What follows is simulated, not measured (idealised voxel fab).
process module | voxel wiring stack
cross-section cut | 225 nm wide | cells 5 nm
A cross-section is a grid of square cells, given in bands from the top down. A band is one or more rows of cells.
Each band's line starts with the height of the band's top and of its bottom, in nm. Then come its materials from left to right, each with its width in nm. One material with "throughout" fills the band from edge to edge. "air" is empty space.
Height 0 is the level under which the wafer as received is all one material. The lowest band goes on downwards, as in "0 down".
A width such as "30 to 40" changes by the same amount from each row of cells to the next, from the band's top row to its bottom row.
"no change" after a step means that no cell of the cross-section changed.
closed voids: empty space of 8 cells or more with no open way to the top, each as width x height at its distance from the left edge, in nm
after a step's settings: what the simulator itself notes on the step
overlay nm, on a step with a mask: how far to the right of its planned place the mask lay; to the left if negative
plan
1 op RECEIVE | material Si
2 op CONFORMAL_DEP | material SiO2 | thk nm 15
3 op CONFORMAL_DEP | material SiCN | thk nm 5
4 op DIRECTIONAL_DEP | material SiO2 | thk nm 25
5 op PATTERN | tone open | mask id METAL_1 | material resist | width nm 25 | pitch nm 45 | thk nm 15 | overlay nm 0
6 op DIRECTIONAL_ETCH | etch materials SiO2 | depth nm 25
7 op DIRECTIONAL_ETCH | etch materials SiCN | depth nm 5
8 op STRIP | etch materials resist
9 op CONFORMAL_DEP | material TiN | thk nm 5
10 op FILL_DEP | material W | thk nm 5
11 op CMP | height nm 45
12 op CONFORMAL_DEP | material SiCN | thk nm 5
13 op DIRECTIONAL_DEP | material lowk | thk nm 25
14 op PATTERN | tone open | mask id METAL_2 | material resist | width nm 25 | pitch nm 45 | thk nm 15 | overlay nm 0
15 op DIRECTIONAL_ETCH | etch materials lowk | depth nm 15
16 op STRIP | etch materials resist
17 op PATTERN | tone open | mask id METAL_2_HOLES | material resist | width nm 15 | pitch nm 45 | thk nm 15 | overlay nm 0
18 op DIRECTIONAL_ETCH | etch materials lowk | depth nm 10
19 op DIRECTIONAL_ETCH | etch materials SiCN | depth nm 5
20 op STRIP | etch materials resist
21 op CONFORMAL_DEP | material TiN | thk nm 5
22 op FILL_DEP | material Cu | thk nm 5
23 op CMP | height nm 75
24 op CONFORMAL_DEP | material SiCN | thk nm 5
25 op DIRECTIONAL_DEP | material SiO2 | thk nm 15
26 op PATTERN | tone open | mask id PLUG_2 | material resist | width nm 15 | pitch nm 90 | thk nm 15 | overlay nm 0
27 op DIRECTIONAL_ETCH | etch materials SiO2 | depth nm 15
28 op DIRECTIONAL_ETCH | etch materials SiCN | depth nm 5
29 op STRIP | etch materials resist
30 op CONFORMAL_DEP | material TiN | thk nm 5
31 op FILL_DEP | material Cu | thk nm 5
32 op CMP | height nm 95
33 op DIRECTIONAL_DEP | material TiN | thk nm 5
34 op DIRECTIONAL_DEP | material W | thk nm 20
35 op DIRECTIONAL_DEP | material aC | thk nm 10
36 op PATTERN | tone cover | mask id METAL_3 | material resist | width nm 25 | pitch nm 45 | thk nm 25 | overlay nm 0
37 op DIRECTIONAL_ETCH | etch materials aC | depth nm 10
38 op STRIP | etch materials resist
39 op DIRECTIONAL_ETCH | etch materials W | depth nm 20
40 op DIRECTIONAL_ETCH | etch materials TiN | depth nm 5
41 op STRIP | etch materials aC
42 op CONFORMAL_DEP | material SiCN | thk nm 5
43 op FILL_DEP | material SiO2 | thk nm 10
44 op CMP | height nm 120
45 op CONFORMAL_DEP | material SiCN | thk nm 5
46 op DIRECTIONAL_DEP | material lowk | thk nm 25
47 op PATTERN | tone open | mask id METAL_4 | material resist | width nm 25 | pitch nm 45 | thk nm 15 | overlay nm 0
48 op DIRECTIONAL_ETCH | etch materials lowk | depth nm 15
49 op STRIP | etch materials resist
50 op DIRECTIONAL_DEP | material aC | thk nm 5
51 op PATTERN | tone open | mask id METAL_4_HOLES | material resist | width nm 15 | pitch nm 45 | thk nm 30 | overlay nm 0
52 op DIRECTIONAL_ETCH | etch materials aC | depth nm 10
53 op STRIP | etch materials resist
54 op DIRECTIONAL_ETCH | etch materials lowk | depth nm 10
55 op DIRECTIONAL_ETCH | etch materials SiCN | depth nm 5
56 op STRIP | etch materials aC
57 op CONFORMAL_DEP | material TiN | thk nm 5
58 op FILL_DEP | material Ru | thk nm 10
59 op CMP | height nm 150
60 op CONFORMAL_DEP | material SiCN | thk nm 5
varied across the wafers: thk nm of step 50. The plan shows the first wafer's value. All wafers start alike
first wafer as received, after step 1
  0 down: Si throughout
  closed voids: none
each wafer at the end: cells of each material gained (+) or lost (-) since it was received, then its closed voids
thk nm 5 | +42 Cu | +36 Ru | +232 SiCN | +445 SiO2 | +218 TiN | +140 W | +282 lowk | closed voids: none
thk nm 10 | +42 Cu | +36 Ru | +232 SiCN | +445 SiO2 | +218 TiN | +140 W | +282 lowk | closed voids: none
thk nm 15 | +42 Cu | +24 Ru | +244 SiCN | +445 SiO2 | +194 TiN | +140 W | +306 lowk | closed voids: none
thk nm 20 | +42 Cu | +24 Ru | +244 SiCN | +445 SiO2 | +194 TiN | +140 W | +306 lowk | closed voids: none
